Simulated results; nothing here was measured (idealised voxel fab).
Module name: voxel wiring stack (process module)
We display cut, a cross-section 170 nm in width whose square cells are each 5 nm.
The cross-sections in this document take the form of a grid made of square cells. They are written out as bands, in order from top to bottom. Each band consists of one or more rows of cells. Per band: top height and bottom height in nm, followed by the left-to-right materials and their widths in nm; "throughout" marks a single material spanning edge to edge, "blank" marks empty space. Height reference: 0 = level under which incoming wafer is all one material. Lowest band: no bottom, runs on downward, e.g. "0 down". Width "30->40": first value at the band's top row of cells, second value at its bottom row, equal change from row to row. Step marked "no modification"? Then no cell in the cross-section changed in it. If an empty space has no open way to the top and is at least 8 cells in size, "Sealed void inventory" lists it, written width x height at distance, where distance is measured from the left edge and every value is in nm. Post-settings text on a step line: simulator's own remark regarding the step. overlay nm: right-of-plan distance of the mask on a masked step; negative values mean left-of-plan.

-- Process steps foreseen in the plan
step 1: RECEIVE, material Si
step 2: CONFORMAL_DEP, material SiO2, thk nm 15
step 3: CONFORMAL_DEP, material SiCN, thk nm 5
step 4: DIRECTIONAL_DEP, material lowk, thk nm 25
step 5: MASKED_ETCH, tone open, mask id METAL_1, width nm 25, pitch nm 55, etch materials lowk, depth nm 25, overlay nm 0
step 6: MASKED_ETCH, tone open, mask id METAL_1, width nm 25, pitch nm 55, etch materials SiCN, depth nm 5, overlay nm 0
step 7: CONFORMAL_DEP, material TiN, thk nm 5
step 8: FILL_DEP, material Ru, thk nm 10
step 9: CMP, height nm 45
step 10: CONFORMAL_DEP, material SiCN, thk nm 5
step 11: DIRECTIONAL_DEP, material SiO2, thk nm 35
step 12: PATTERN, tone open, mask id METAL_2_HOLES, material resist, width nm 15, pitch nm 55, thk nm 15, overlay nm 0
step 13: DIRECTIONAL_ETCH, etch materials SiO2, depth nm 35
step 14: STRIP, etch materials resist
step 15: DIRECTIONAL_DEP, material aC, thk nm 10
step 16: PATTERN, tone open, mask id METAL_2, material resist, width nm 25, pitch nm 55, thk nm 30, overlay nm 0
step 17: DIRECTIONAL_ETCH, etch materials aC, depth nm 10
step 18: STRIP, etch materials resist
step 19: DIRECTIONAL_ETCH, etch materials SiO2, depth nm 20
step 20: DIRECTIONAL_ETCH, etch materials SiCN, depth nm 5
step 21: STRIP, etch materials aC
step 22: CONFORMAL_DEP, material TiN, thk nm 5
step 23: FILL_DEP, material Cu, thk nm 5
step 24: CMP, height nm 85
step 25: CONFORMAL_DEP, material SiCN, thk nm 5

-- Step 1 complete: cross-section of the wafer as received
0 down | Si throughout
Sealed void inventory: none

-- Final wafer profile in cross-section after the module, from the same start and plan as above, with one mistake made during processing
90 to 85 | SiCN throughout
85 to 70 | 25 of Cu; 5 of TiN; 10 of SiO2; 5 of TiN; 35 of Cu; 5 of TiN; 10 of SiO2; 5 of TiN; 35 of Cu; 5 of TiN; 10 of SiO2; 5 of TiN; 15 of Cu
70 to 65 | 20 of TiN; 5 of Cu; 5 of TiN; 10 of SiO2; 35 of TiN; 5 of Cu; 5 of TiN; 10 of SiO2; 35 of TiN; 5 of Cu; 5 of TiN; 10 of SiO2; 20 of TiN
65 to 55 | 15 of SiO2; 5 of TiN; 5 of Cu; 5 of TiN; 40 of SiO2; 5 of TiN; 5 of Cu; 5 of TiN; 40 of SiO2; 5 of TiN; 5 of Cu; 5 of TiN; 30 of SiO2
55 to 50 | 15 of SiO2; 15 of TiN; 40 of SiO2; 15 of TiN; 40 of SiO2; 15 of TiN; 30 of SiO2
50 to 45 | SiCN throughout
45 to 20 | 15 of lowk; 5 of TiN; 15 of Ru; 5 of TiN; 30 of lowk; 5 of TiN; 15 of Ru; 5 of TiN; 30 of lowk; 5 of TiN; 15 of Ru; 5 of TiN; 20 of lowk
20 to 15 | 15 of SiCN; 25 of TiN; 30 of SiCN; 25 of TiN; 30 of SiCN; 25 of TiN; 20 of SiCN
15 to 0 | SiO2 throughout
0 down | Si throughout
Sealed void inventory: none
what went wrong: step 16 off recipe, ran as PATTERN, tone cover, mask id METAL_2, material resist, width nm 25, pitch nm 55, thk nm 30, overlay nm 0
